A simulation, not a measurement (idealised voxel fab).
Proc. module: voxel double patterning
225 nm wide, 5 nm square cells: that's cross-section cut.
Cross-section layout: square cells on a grid; listed as bands, top to bottom; a band spans one or more cell rows.
What a band's entry tells you: where the top is and where the bottom is, as heights in nm, and after that what lies inside, material by material from left to right, each with its width in nm. Empty space is written as the word "empty", and a single material marked with the word "throughout" occupies the band from edge to edge.
We count height from 0. Below that, the starting wafer is all one material. The lowest band never ends at the bottom but goes on down; see "0 -> down" for how that is written.
With a width like "30->40", each row of cells in the band differs from the next by the same amount, the top row carrying the first number and the bottom row the second.
"no change occurred", as given for a step, is the statement that not any cell of the cross-section underwent a change during that step.
In the "Voids, sealed" entry, you get each enclosed empty space of 8 cells or more, one with no open way to the top, written width x height at distance, distance from the left edge, in nm.
Heads up: the bit after the settings on a step's line is the simulator's remark on that step.
overlay nm: mask offset rightward from planned place, masked step; negative means leftward offset.

Plan:
1: RECEIVE with material Si
2: CONFORMAL_DEP with material SiN, thk nm 5
3: DIRECTIONAL_DEP with material SiO2, thk nm 15
4: DIRECTIONAL_DEP with material SiCN, thk nm 10
5: PATTERN with tone open, mask id FIRST, material resist, width nm 15, pitch nm 50, thk nm 15, overlay nm 0
6: DIRECTIONAL_ETCH with etch materials SiCN, depth nm 10
7: STRIP with etch materials resist
8: MASKED_ETCH with tone open, mask id SECOND, width nm 15, pitch nm 50, etch materials SiCN, depth nm 10, overlay nm 0
9: DIRECTIONAL_ETCH with etch materials SiO2, depth nm 15
10: STRIP with etch materials SiCN

First out of two wafers; run went to plan:

Incoming wafer, cross-sectional view, post step 1:
    0 -> down = Si throughout
    Voids, sealed: none

Cross-section of the wafer after step 2:
    5 -> 0 = SiN throughout
    Beneath the level 0, the cross-section is identical to its previous state.

Cross-section of the wafer after step 3:
    20 -> 5 = SiO2 throughout
    Beneath the level 5, the cross-section is identical to its previous state.

Cross-section of the wafer after step 4:
    30 -> 20 = SiCN throughout
    Beneath the level 20, the cross-section is identical to its previous state.

Cross-section of the wafer after step 5:
    45 -> 30 = 55 nm resist  15 nm empty  35 nm resist  15 nm empty  35 nm resist  15 nm empty  55 nm resist
    Beneath the level 30, the cross-section is identical to its previous state.

Cross-section of the wafer after step 6:
    45 -> 30 = 55 nm resist  15 nm empty  35 nm resist  15 nm empty  35 nm resist  15 nm empty  55 nm resist
    30 -> 20 = 55 nm SiCN  15 nm empty  35 nm SiCN  15 nm empty  35 nm SiCN  15 nm empty  55 nm SiCN
    Beneath the level 20, the cross-section is identical to its previous state.

Cross-section of the wafer after step 7:
    30 -> 20 = 55 nm SiCN  15 nm empty  35 nm SiCN  15 nm empty  35 nm SiCN  15 nm empty  55 nm SiCN
    Beneath the level 20, the cross-section is identical to its previous state.

Cross-section of the wafer after step 8:
    30 -> 20 = 55 nm SiCN  15 nm empty  10 nm SiCN  15 nm empty  10 nm SiCN  15 nm empty  10 nm SiCN  15 nm empty  10 nm SiCN  15 nm empty  55 nm SiCN
    Beneath the level 20, the cross-section is identical to its previous state.

Cross-section of the wafer after step 9:
    30 -> 20 = 55 nm SiCN  15 nm empty  10 nm SiCN  15 nm empty  10 nm SiCN  15 nm empty  10 nm SiCN  15 nm empty  10 nm SiCN  15 nm empty  55 nm SiCN
    20 -> 5 = 55 nm SiO2  15 nm empty  10 nm SiO2  15 nm empty  10 nm SiO2  15 nm empty  10 nm SiO2  15 nm empty  10 nm SiO2  15 nm empty  55 nm SiO2
    Beneath the level 5, the cross-section is identical to its previous state.

Cross-section of the wafer after step 10:
    20 -> 5 = 55 nm SiO2  15 nm empty  10 nm SiO2  15 nm empty  10 nm SiO2  15 nm empty  10 nm SiO2  15 nm empty  10 nm SiO2  15 nm empty  55 nm SiO2
    Beneath the level 5, the cross-section is identical to its previous state.

Here the second wafer is described. Its start and its plan were those of the first wafer. Its run contained one mistake. Up to and including step 2, it did exactly what the first wafer did:

Second wafer: cross-section at the scheduled end of step 3:
    20 -> 0 = SiN throughout
    Beneath the level 0, the cross-section is identical to its previous state.

Second wafer: cross-section at the scheduled end of step 4:
    30 -> 20 = SiCN throughout
    Beneath the level 20, the cross-section is identical to its previous state.

Second wafer: cross-section at the scheduled end of step 5:
    45 -> 30 = 55 nm resist  15 nm empty  35 nm resist  15 nm empty  35 nm resist  15 nm empty  55 nm resist
    Beneath the level 30, the cross-section is identical to its previous state.

Second wafer: cross-section at the scheduled end of step 6:
    45 -> 30 = 55 nm resist  15 nm empty  35 nm resist  15 nm empty  35 nm resist  15 nm empty  55 nm resist
    30 -> 20 = 55 nm SiCN  15 nm empty  35 nm SiCN  15 nm empty  35 nm SiCN  15 nm empty  55 nm SiCN
    Beneath the level 20, the cross-section is identical to its previous state.

Second wafer: cross-section at the scheduled end of step 7:
    30 -> 20 = 55 nm SiCN  15 nm empty  35 nm SiCN  15 nm empty  35 nm SiCN  15 nm empty  55 nm SiCN
    Beneath the level 20, the cross-section is identical to its previous state.

Second wafer: cross-section at the scheduled end of step 8:
    30 -> 20 = 55 nm SiCN  15 nm empty  10 nm SiCN  15 nm empty  10 nm SiCN  15 nm empty  10 nm SiCN  15 nm empty  10 nm SiCN  15 nm empty  55 nm SiCN
    Beneath the level 20, the cross-section is identical to its previous state.

Second wafer: cross-section at the scheduled end of step 9: no change occurred

Second wafer: cross-section at the scheduled end of step 10:
    20 -> 0 = SiN throughout
    Beneath the level 0, the cross-section is identical to its previous state.
What broke from the plan during processing? step 3 was run on a setting that differed from the plan, and what really ran there is DIRECTIONAL_DEP with material SiN, thk nm 15
The second wafer ends with more or fewer cells of some materials than the first, per final count: SiN +135 | SiO2 -90
